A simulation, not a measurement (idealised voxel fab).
The process module presented herein is designated voxel wiring stack.
For reference, the cross-section in this document is cut, with width 205 nm and square cells of 5 nm.
Cross-section, as written here: a square-cell grid given band by band from the top down, where a band holds one or more rows of cells.
Read a band's entry like this: the first values are the height of its top and the height of its bottom in nm, and what follows is the sequence of materials from left to right, each with its width in nm. Note that "empty" is empty space, and that a single material marked "all across" reaches across the band from edge to edge.
Basically, 0 is our baseline, since under it the wafer straight out of the box is all one material. The bottom band has no lower end and keeps on going down, so it looks like "z 0 and below".
Quick explanation for "30..40": the width changes in equal steps down the rows of cells, from the first number in the band's top row to the second number in its bottom row.
Reading "no change" for a step: not a cell of the cross-section changed in it.
Entry "Sealed internal voids". Content: empty spaces with no open connection to the top, size 8 cells or greater. Each: width x height at distance. Distance: from left edge. Unit: nm.
Note: text after step settings on the step line = simulator remark on that step.
The setting "overlay nm" may be written on the line of a step. When the step uses a mask, the value reports how far to the right of the planned place the mask lay, and a negative value reports that it lay to the left.
PROCESS STEPS - PLAN
1. op RECEIVE | material Si
2. op CONFORMAL_DEP | material SiO2 | thk nm 15
3. op CONFORMAL_DEP | material SiCN | thk nm 5
4. op DIRECTIONAL_DEP | material lowk | thk nm 25
5. op DIRECTIONAL_DEP | material aC | thk nm 10
6. op PATTERN | tone open | mask id METAL_1 | material resist | width nm 25 | pitch nm 50 | thk nm 30 | overlay nm 0
7. op DIRECTIONAL_ETCH | etch materials aC | depth nm 10
8. op STRIP | etch materials resist
9. op DIRECTIONAL_ETCH | etch materials lowk | depth nm 25
10. op DIRECTIONAL_ETCH | etch materials SiCN | depth nm 5
11. op STRIP | etch materials aC
12. op CONFORMAL_DEP | material TiN | thk nm 5
13. op FILL_DEP | material Cu | thk nm 10
14. op CMP | height nm 45
15. op CONFORMAL_DEP | material SiCN | thk nm 5
16. op DIRECTIONAL_DEP | material lowk | thk nm 15
17. op DIRECTIONAL_DEP | material aC | thk nm 15
18. op PATTERN | tone open | mask id PLUG_1 | material resist | width nm 15 | pitch nm 50 | thk nm 30 | overlay nm 0
19. op DIRECTIONAL_ETCH | etch materials aC | depth nm 15
20. op STRIP | etch materials resist
21. op DIRECTIONAL_ETCH | etch materials lowk | depth nm 15
22. op DIRECTIONAL_ETCH | etch materials SiCN | depth nm 5
23. op STRIP | etch materials aC
24. op CONFORMAL_DEP | material TiN | thk nm 5
25. op FILL_DEP | material Ru | thk nm 5
26. op CMP | height nm 65
27. op DIRECTIONAL_DEP | material TiN | thk nm 5
28. op DIRECTIONAL_DEP | material W | thk nm 20
29. op MASKED_ETCH | tone cover | mask id METAL_2 | width nm 25 | pitch nm 50 | etch materials W | depth nm 20 | overlay nm 0
30. op MASKED_ETCH | tone cover | mask id METAL_2 | width nm 25 | pitch nm 50 | etch materials TiN | depth nm 5 | overlay nm 0
31. op FILL_DEP | material SiO2 | thk nm 5
32. op CMP | height nm 90
33. op CONFORMAL_DEP | material SiN | thk nm 5
STEP 1 COMPLETE: CROSS-SECTION OF THE WAFER AS RECEIVED
z 0 and below | Si all across
Sealed internal voids: none
FIRST WAFER AT THE END, AS PLANNED
z 95 to 90 | SiN all across
z 90 to 70 | SiO2 (40), then W (25), then SiO2 (25), then W (25), then SiO2 (25), then W (25), then SiO2 (40)
z 70 to 65 | SiO2 (40), then TiN (25), then SiO2 (25), then TiN (25), then SiO2 (25), then TiN (25), then SiO2 (40)
z 65 to 50 | lowk (40), then TiN (5), then Ru (5), then TiN (5), then lowk (35), then TiN (5), then Ru (5), then TiN (5), then lowk (35), then TiN (5), then Ru (5), then TiN (5), then lowk (50)
z 50 to 45 | SiCN (40), then TiN (15), then SiCN (35), then TiN (15), then SiCN (35), then TiN (15), then SiCN (50)
z 45 to 20 | lowk (40), then TiN (5), then Cu (15), then TiN (5), then lowk (25), then TiN (5), then Cu (15), then TiN (5), then lowk (25), then TiN (5), then Cu (15), then TiN (5), then lowk (40)
z 20 to 15 | SiCN (40), then TiN (25), then SiCN (25), then TiN (25), then SiCN (25), then TiN (25), then SiCN (40)
z 15 to 0 | SiO2 all across
z 0 and below | Si all across
Sealed internal voids: none
PRESENTED HERE IS A CROSS-SECTION OF THE SECOND OF THE TWO WAFERS AS IT STOOD AT THE END OF THE MODULE. IT WAS STARTED IN THE SAME MANNER AND ASSIGNED THE SAME PLAN AS THE FIRST WAFER; HOWEVER, ONE MISTAKE WAS MADE IN ITS EXECUTION
z 95 to 90 | SiN all across
z 90 to 70 | SiO2 (40), then W (25), then SiO2 (25), then W (25), then SiO2 (25), then W (25), then SiO2 (40)
z 70 to 65 | SiO2 (40), then TiN (25), then SiO2 (25), then TiN (25), then SiO2 (25), then TiN (25), then SiO2 (40)
z 65 to 50 | lowk (40), then TiN (5), then Ru (5), then TiN (5), then lowk (35), then TiN (5), then Ru (5), then TiN (5), then lowk (35), then TiN (5), then Ru (5), then TiN (5), then lowk (50)
z 50 to 45 | SiCN (40), then TiN (15), then SiCN (35), then TiN (15), then SiCN (35), then TiN (15), then SiCN (50)
z 45 to 35 | lowk (40), then TiN (5), then Cu (15), then TiN (5), then lowk (25), then TiN (5), then Cu (15), then TiN (5), then lowk (25), then TiN (5), then Cu (15), then TiN (5), then lowk (40)
z 35 to 30 | SiCN (40), then TiN (25), then SiCN (25), then TiN (25), then SiCN (25), then TiN (25), then SiCN (40)
z 30 to 0 | SiO2 all across
z 0 and below | Si all across
Sealed internal voids: none
Misprocessing identified: regarding the plan, step 2 was run twice
Bottom line after processing is that, in cells, the second wafer is up or down on some materials versus the first: Cu -27; SiO2 +123; TiN -18; lowk -78
